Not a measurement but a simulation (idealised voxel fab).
This is a process module. Its name is voxel air gaps.
In the cross-section labelled cut, the width is 275 nm and each square cell is 5 nm.
Heads up, the way a cross-section reads in here is a grid of square cells, handed over as bands from the top down, with every band being one or more rows of cells. Quick guide to a band line: top height, bottom height (nm) up front; then every material left to right with its width in nm. Only one material and it's marked "full width"? Then it fills the band edge to edge. And "empty" just means empty space. Heights are expressed relative to 0, this being the level below which the as-received wafer comprises one material exclusively. The lowest band is unbounded in the downward direction and is denoted as in "from 0 down". Read "30->40" as a graded width: first number on top, second number at the bottom, same change between each pair of neighbouring rows. Key: "remained the same" - step with no changed cell in the cross-section. The entry "Closed void entries" lists the empty spaces that cover at least 8 cells and have no open path to the top. Each is written as width x height at distance, where the distance is measured from the left edge and all three values are in nm. Past the settings on a step's line: simulator remark, on that step. A step line may carry the setting "overlay nm", which, for steps involving a mask, states the distance by which the mask lay to the right of its intended position; negative values denote displacement to the left.

Process steps foreseen in the plan
| 1 | RECEIVE: material Si |
| 2 | CONFORMAL_DEP: material SiO2, thk nm 10 |
| 3 | CONFORMAL_DEP: material SiCN, thk nm 5 |
| 4 | DIRECTIONAL_DEP: material SiO2, thk nm 35 |
| 5 | PATTERN: tone open, mask id LINES, material resist, width nm 20, pitch nm 50, thk nm 20, overlay nm 0 |
| 6 | DIRECTIONAL_ETCH: etch materials SiO2, depth nm 35 |
| 7 | STRIP: etch materials resist |
| 8 | CONFORMAL_DEP: material TiN, thk nm 5 |
| 9 | FILL_DEP: material Cu, thk nm 10 |
| 10 | CMP: height nm 50 |
| 11 | EPI: material Ru, thk nm 10 |
| 12 | SELECTIVE_ETCH: etch materials SiO2, depth nm 45 |
| 13 | CONFORMAL_DEP: material SiCN, thk nm 5 |

Wafer cross-section on receipt, i.e. after step 1
  from 0 down = Si full width
  Closed void entries: none

The module was run from the start shown above using the plan shown above, but one mistake was made doing it; the resulting wafer cross-section is below
  from 65 to 60 = empty=60; SiCN=155; empty=60
  from 60 to 50 = empty=60; SiCN=5; Ru=45; SiCN=5; Ru=45; SiCN=5; Ru=45; SiCN=5; empty=60
  from 50 to 45 = empty=60; SiCN=15; TiN=5; Cu=15; TiN=5; SiCN=25; TiN=5; Cu=15; TiN=5; SiCN=25; TiN=5; Cu=15; TiN=5; SiCN=15; empty=60
  from 45 to 20 = empty=70; SiCN=5; TiN=5; Cu=15; TiN=5; SiCN=5; empty=15; SiCN=5; TiN=5; Cu=15; TiN=5; SiCN=5; empty=15; SiCN=5; TiN=5; Cu=15; TiN=5; SiCN=5; empty=70
  from 20 to 15 = SiCN=75; TiN=25; SiCN=25; TiN=25; SiCN=25; TiN=25; SiCN=75
  from 15 to 10 = SiCN full width
  from 10 to 0 = SiO2 full width
  from 0 down = Si full width
  Closed void entries: 15 x 25 at 105; 15 x 25 at 155
In executing the process, a mistake was made relative to the plan: step 5 deviated from plan and actually ran as PATTERN: tone open, mask id LINES, material resist, width nm 25, pitch nm 50, thk nm 20, overlay nm 0
